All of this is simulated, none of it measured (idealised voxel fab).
Presented below is a process module, voxel gate over fins.
Each square cell in cross-section cut measures 5 nm, and the section as a whole is 275 nm wide.
The cross-sections in this document take the form of a grid made of square cells. They are written out as bands, in order from top to bottom. Each band consists of one or more rows of cells.
Heights first: top, then bottom, in nm. Then materials, left to right, each with a width in nm. "edge to edge" on a single material: fills the band edge to edge. "blank": empty space.
Zero point of the height axis is 0; under it, received wafer = one material. Lowest band: continues down indefinitely, "0 down".
So if you see something like "30..40" for the width, read it as the top row of the band sitting at the first number and the bottom row at the second, with every row in between moving by the same amount as the last.
Key: "no modifications" - step with no changed cell in the cross-section.
Heads up: "Sealed voids" only lists the empty pockets with no open path to the top that are 8 cells or more, and it writes them as width x height at distance, distance from the left edge, in nm.
Past the settings on a step's line: simulator remark, on that step.
Among the settings permitted on a step's line is "overlay nm"; applied to a step with a mask, it specifies the extent to which the mask lay to the right of its planned position, whereas a negative figure signifies a position to the left.
The remainder of this document consists of a sequence of paired cross-sections. Each pair presents the cross-section prior to one process step together with the cross-section following it, the latter being rendered only as deep as the lowest band that underwent change. The intervening step, together with its settings, is stated beneath each pair. Because the pairs may originate from different runs of this module on the same starting wafer, a given pair is to be read as continuing from the preceding pair only where its entry headed "Prior to processing" so indicates.

**Prior to processing**
> 5 to 0 | 100 SiN; 15 blank; 40 SiN; 15 blank; 105 SiN
> 0 to -30 | 100 Si; 15 blank; 40 Si; 15 blank; 105 Si
> -30 down | Si edge to edge
> Sealed voids: none

**Post-Step Appearance**
> 15 to 5 | SiO2 edge to edge
> 5 to 0 | 100 SiN; 15 SiO2; 40 SiN; 15 SiO2; 105 SiN
> 0 to -30 | 100 Si; 15 SiO2; 40 Si; 15 SiO2; 105 Si
> Everything under -30 stays put, no change at all.
> Sealed voids: none
What was done to get from the before section above to the after section? FILL_DEP with material SiO2, thk nm 10

Prior to processing: nothing new to draw here, it's the after view of the pair just above.

**Post-Step Appearance**
> 5 to 0 | 100 SiN; 15 SiO2; 40 SiN; 15 SiO2; 105 SiN
> Everything under 0 stays put, no change at all.
> Sealed voids: none
What was done to get from the before section above to the after section? CMP with height nm 5

Prior to processing: nothing new to draw here, it's the after view of the pair just above.

**Post-Step Appearance**
> 10 to 5 | TiN edge to edge
> Everything under 5 stays put, no change at all.
> Sealed voids: none
What was done to get from the before section above to the after section? CONFORMAL_DEP with material TiN, thk nm 5

Prior to processing: nothing new to draw here, it's the after view of the pair just above.

**Post-Step Appearance**
> 15 to 10 | W edge to edge
> Everything under 10 stays put, no change at all.
> Sealed voids: none
What was done to get from the before section above to the after section? FILL_DEP with material W, thk nm 5

Prior to processing: nothing new to draw here, it's the after view of the pair just above.

**Post-Step Appearance**
> 5 to 0 | 100 SiN; 15 SiO2; 40 SiN; 15 SiO2; 105 SiN
> Everything under 0 stays put, no change at all.
> Sealed voids: none
What was done to get from the before section above to the after section? CMP with height nm 5

Prior to processing: nothing new to draw here, it's the after view of the pair just above.

**Post-Step Appearance**
> 10 to 5 | SiO2 edge to edge
> Everything under 5 stays put, no change at all.
> Sealed voids: none
What was done to get from the before section above to the after section? FILL_DEP with material SiO2, thk nm 5

Prior to processing: nothing new to draw here, it's the after view of the pair just above.

**Post-Step Appearance**
> 5 to 0 | 100 SiN; 15 SiO2; 40 SiN; 15 SiO2; 105 SiN
> Everything under 0 stays put, no change at all.
> Sealed voids: none
What was done to get from the before section above to the after section? CMP with height nm 5

Prior to processing: nothing new to draw here, it's the after view of the pair just above.

**Post-Step Appearance**
> 5 to 0 | 100 SiN; 15 blank; 40 SiN; 15 blank; 105 SiN
> 0 to -10 | 100 Si; 15 blank; 40 Si; 15 blank; 105 Si
> Everything under -10 stays put, no change at all.
> Sealed voids: none
What was done to get from the before section above to the after section? SELECTIVE_ETCH with etch materials SiO2, depth nm 15

Prior to processing: nothing new to draw here, it's the after view of the pair just above.

**Post-Step Appearance**
> 0 to -10 | 100 Si; 15 blank; 40 Si; 15 blank; 105 Si
> Everything under -10 stays put, no change at all.
> Sealed voids: none
What was done to get from the before section above to the after section? STRIP with etch materials SiN

Prior to processing: nothing new to draw here, it's the after view of the pair just above.

**Post-Step Appearance**
> 5 to 0 | 105 HfO2; 5 blank; 50 HfO2; 5 blank; 110 HfO2
> 0 to -5 | 100 Si; 5 HfO2; 5 blank; 5 HfO2; 40 Si; 5 HfO2; 5 blank; 5 HfO2; 105 Si
> -5 to -10 | 100 Si; 15 HfO2; 40 Si; 15 HfO2; 105 Si
> Everything under -10 stays put, no change at all.
> Sealed voids: none
What was done to get from the before section above to the after section? CONFORMAL_DEP with material HfO2, thk nm 5

Prior to processing: nothing new to draw here, it's the after view of the pair just above.

**Post-Step Appearance**
> 10 to 5 | TiN edge to edge
> 5 to 0 | 105 HfO2; 5 TiN; 50 HfO2; 5 TiN; 110 HfO2
> 0 to -5 | 100 Si; 5 HfO2; 5 TiN; 5 HfO2; 40 Si; 5 HfO2; 5 TiN; 5 HfO2; 105 Si
> Everything under -5 stays put, no change at all.
> Sealed voids: none
What was done to get from the before section above to the after section? CONFORMAL_DEP with material TiN, thk nm 5

Prior to processing: nothing new to draw here, it's the after view of the pair just above.

**Post-Step Appearance**
> 15 to 10 | TiAl edge to edge
> Everything under 10 stays put, no change at all.
> Sealed voids: none
What was done to get from the before section above to the after section? CONFORMAL_DEP with material TiAl, thk nm 5

Prior to processing: nothing new to draw here, it's the after view of the pair just above.

**Post-Step Appearance**
> 20 to 15 | TiN edge to edge
> Everything under 15 stays put, no change at all.
> Sealed voids: none
What was done to get from the before section above to the after section? CONFORMAL_DEP with material TiN, thk nm 5

Prior to processing: nothing new to draw here, it's the after view of the pair just above.

**Post-Step Appearance**
> 35 to 20 | W edge to edge
> Everything under 20 stays put, no change at all.
> Sealed voids: none
What was done to get from the before section above to the after section? FILL_DEP with material W, thk nm 15

Prior to processing: nothing new to draw here, it's the after view of the pair just above.

**Post-Step Appearance**
> 30 to 20 | W edge to edge
> Everything under 20 stays put, no change at all.
> Sealed voids: none
What was done to get from the before section above to the after section? CMP with height nm 30

Prior to processing: nothing new to draw here, it's the after view of the pair just above.

**Post-Step Appearance**
> 40 to 30 | SiN edge to edge
> Everything under 30 stays put, no change at all.
> Sealed voids: none
What was done to get from the before section above to the after section? CONFORMAL_DEP with material SiN, thk nm 10
